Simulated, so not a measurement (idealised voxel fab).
The following is a process module called voxel transistor to metal.
Cross-section cut: width 300 nm, square cells of 5 nm.
Each cross-section below is a grid of square cells, stated as bands in top-down order, with one or more rows of cells making up each band. This entry defines a band. It first specifies the height of the band's top and the height of its bottom in nm, and then specifies the band's materials from left to right, stating each material with its width in nm. The word "throughout" identifies a single material that fills the band from edge to edge, while the word "air" identifies empty space. Counting heights begins at 0, where everything beneath is, in the wafer as received, one material. The lowest band has no bottom; it goes on downwards, as "0 -> down" shows. Think of "30 to 40" as a width that walks from the first number to the second as you go down the band, top row to bottom row, taking equal-sized steps from row to row. The designation "same as before", where it is given for a processing step, indicates that no cell of the cross-section was altered in the course of that step. Closed-off voids of 8+ cells (no open route to the top) go in "Closed void entries", written width x height at distance from the left edge, in nm. If you see something after the settings on a step's line, that's the simulator's own remark about that step. A step's line can hold "overlay nm"; with a mask on that step, the setting says how far right of the planned place the mask lay, while a negative setting says it lay to the left.
Process steps foreseen in the plan:
| 1 | RECEIVE with material Si |
| 2 | CONFORMAL_DEP with material SiO2, thk nm 5 |
| 3 | CONFORMAL_DEP with material SiN, thk nm 10 |
| 4 | DIRECTIONAL_DEP with material aC, thk nm 15 |
| 5 | PATTERN with tone cover, mask id ACTIVE, material resist, width nm 120, pitch nm 140, thk nm 30, overlay nm 0 |
| 6 | DIRECTIONAL_ETCH with etch materials aC, depth nm 15 |
| 7 | STRIP with etch materials resist |
| 8 | DIRECTIONAL_ETCH with etch materials SiN, depth nm 10 |
| 9 | DIRECTIONAL_ETCH with etch materials SiO2, depth nm 5 |
| 10 | DIRECTIONAL_ETCH with etch materials Si, depth nm 20 |
| 11 | STRIP with etch materials aC |
| 12 | OXIDIZE with depth nm 5 |
| 13 | FILL_DEP with material SiO2, thk nm 10 |
| 14 | CMP with height nm 15 |
| 15 | SELECTIVE_ETCH with etch materials SiO2, depth nm 10 |
| 16 | STRIP with etch materials SiN |
| 17 | SELECTIVE_ETCH with etch materials SiO2, depth nm 5 |
| 18 | OXIDIZE with depth nm 5 |
| 19 | DIRECTIONAL_DEP with material polySi, thk nm 25 |
| 20 | DIRECTIONAL_DEP with material SiCN, thk nm 15 |
| 21 | PATTERN with tone cover, mask id GATE, material resist, width nm 30, pitch nm 140, thk nm 15, overlay nm 0 |
| 22 | DIRECTIONAL_ETCH with etch materials SiCN, depth nm 25 |
| 23 | DIRECTIONAL_ETCH with etch materials polySi, depth nm 35 |
| 24 | STRIP with etch materials resist |
| 25 | CONFORMAL_DEP with material SiN, thk nm 5 |
| 26 | DIRECTIONAL_ETCH with etch materials SiN, depth nm 5 |
| 27 | DIRECTIONAL_ETCH with etch materials SiO2, depth nm 5 |
| 28 | DIRECTIONAL_ETCH with etch materials Si, depth nm 5 |
| 29 | EPI with material nSi, thk nm 10 |
| 30 | FILL_DEP with material SiO2, thk nm 10 |
| 31 | CMP with height nm 25 |
| 32 | STRIP with etch materials polySi |
| 33 | SELECTIVE_ETCH with etch materials SiO2, depth nm 5 |
| 34 | CONFORMAL_DEP with material HfO2, thk nm 5 |
| 35 | CONFORMAL_DEP with material TiN, thk nm 5 |
| 36 | FILL_DEP with material W, thk nm 10 |
| 37 | CMP with height nm 20 |
| 38 | DIRECTIONAL_DEP with material SiO2, thk nm 10 |
| 39 | DIRECTIONAL_DEP with material aC, thk nm 10 |
| 40 | PATTERN with tone open, mask id CONTACT, material resist, width nm 20, thk nm 30, overlay nm 0 |
| 41 | DIRECTIONAL_ETCH with etch materials aC, depth nm 10 |
| 42 | STRIP with etch materials resist |
| 43 | DIRECTIONAL_ETCH with etch materials SiO2, depth nm 30 |
| 44 | STRIP with etch materials aC |
| 45 | CONFORMAL_DEP with material TiN, thk nm 5 |
| 46 | FILL_DEP with material W, thk nm 10 |
| 47 | CMP with height nm 30 |
| 48 | CONFORMAL_DEP with material SiN, thk nm 5 |
| 49 | DIRECTIONAL_DEP with material SiO2, thk nm 15 |
| 50 | PATTERN with tone open, mask id METAL_1, material resist, width nm 20, thk nm 15, overlay nm 0 |
| 51 | DIRECTIONAL_ETCH with etch materials SiO2, depth nm 15 |
| 52 | DIRECTIONAL_ETCH with etch materials SiN, depth nm 5 |
| 53 | STRIP with etch materials resist |
| 54 | CONFORMAL_DEP with material TiN, thk nm 5 |
| 55 | FILL_DEP with material Ru, thk nm 5 |
| 56 | CMP with height nm 50 |
| 57 | EPI with material Ru, thk nm 5 |
| 58 | FILL_DEP with material SiCN, thk nm 5 |
| 59 | DIRECTIONAL_DEP with material SiO2, thk nm 30 |
| 60 | DIRECTIONAL_DEP with material aC, thk nm 10 |
| 61 | PATTERN with tone open, mask id METAL_2, material resist, width nm 20, pitch nm 140, thk nm 30, overlay nm 0 |
| 62 | DIRECTIONAL_ETCH with etch materials aC, depth nm 10 |
| 63 | STRIP with etch materials resist |
| 64 | DIRECTIONAL_ETCH with etch materials SiO2, depth nm 15 |
| 65 | STRIP with etch materials aC |
| 66 | MASKED_ETCH with tone open, mask id METAL_2_HOLES, width nm 15, pitch nm 140, etch materials SiO2, depth nm 15, overlay nm 0 |
| 67 | MASKED_ETCH with tone open, mask id METAL_2_HOLES, width nm 15, pitch nm 140, etch materials SiCN, depth nm 5, overlay nm 0 |
| 68 | CONFORMAL_DEP with material TiN, thk nm 5 |
| 69 | FILL_DEP with material Cu, thk nm 5 |
| 70 | CMP with height nm 90 |
| 71 | CONFORMAL_DEP with material SiN, thk nm 5 |
Cross-section of the wafer upon arrival, representing the state reached after step 1:
- 0 -> down | Si throughout
- Closed void entries: none
Cross-sectional result after module completion. Note: starting condition and plan are unchanged from above; one processing mistake was made:
- 95 -> 90 | SiN throughout
- 90 -> 80 | SiO2=30, then TiN=5, then Cu=10, then TiN=5, then SiO2=120, then TiN=5, then Cu=10, then TiN=5, then SiO2=110
- 80 -> 75 | SiO2=30, then TiN=5, then Cu=5, then TiN=10, then SiO2=120, then TiN=5, then Cu=5, then TiN=10, then SiO2=110
- 75 -> 60 | SiO2=30, then TiN=5, then Cu=5, then TiN=5, then SiO2=125, then TiN=5, then Cu=5, then TiN=5, then SiO2=115
- 60 -> 55 | SiCN=30, then TiN=15, then SiCN=125, then TiN=15, then SiCN=115
- 55 -> 50 | SiCN=25, then Ru=30, then SiCN=50, then Ru=30, then SiCN=30, then Ru=30, then SiCN=50, then Ru=30, then SiCN=25
- 50 -> 45 | SiN=30, then TiN=20, then SiN=60, then TiN=20, then SiN=40, then TiN=20, then SiN=60, then TiN=20, then SiN=30
- 45 -> 35 | W throughout
- 35 -> 30 | TiN=35, then W=10, then TiN=70, then W=10, then TiN=50, then W=10, then TiN=70, then W=10, then TiN=35
- 30 -> 20 | SiO2=30, then TiN=5, then W=10, then TiN=5, then SiO2=60, then TiN=5, then W=10, then TiN=5, then SiO2=40, then TiN=5, then W=10, then TiN=5, then SiO2=60, then TiN=5, then W=10, then TiN=5, then SiO2=30
- 20 -> 5 | SiO2=30, then TiN=5, then W=10, then TiN=5, then SiO2=10, then SiN=5, then HfO2=5, then TiN=5, then W=10, then TiN=5, then HfO2=5, then SiN=5, then SiO2=10, then TiN=5, then W=10, then TiN=5, then SiO2=40, then TiN=5, then W=10, then TiN=5, then SiO2=10, then SiN=5, then HfO2=5, then TiN=5, then W=10, then TiN=5, then HfO2=5, then SiN=5, then SiO2=10, then TiN=5, then W=10, then TiN=5, then SiO2=30
- 5 -> 0 | SiO2=30, then TiN=20, then nSi=10, then SiN=5, then HfO2=5, then TiN=20, then HfO2=5, then SiN=5, then nSi=10, then TiN=20, then SiO2=40, then TiN=20, then nSi=10, then SiN=5, then HfO2=5, then TiN=20, then HfO2=5, then SiN=5, then nSi=10, then TiN=20, then SiO2=30
- 0 -> -5 | SiO2=20, then nSi=40, then HfO2=40, then nSi=40, then SiO2=20, then nSi=40, then HfO2=40, then nSi=40, then SiO2=20
- -5 -> -10 | SiO2=25, then nSi=35, then Si=40, then nSi=35, then SiO2=30, then nSi=35, then Si=40, then nSi=35, then SiO2=25
- -10 -> -25 | SiO2=25, then Si=110, then SiO2=30, then Si=110, then SiO2=25
- -25 -> down | Si throughout
- Closed void entries: none
What was the processing mistake? step 47 of the plan got skipped, so it never ran
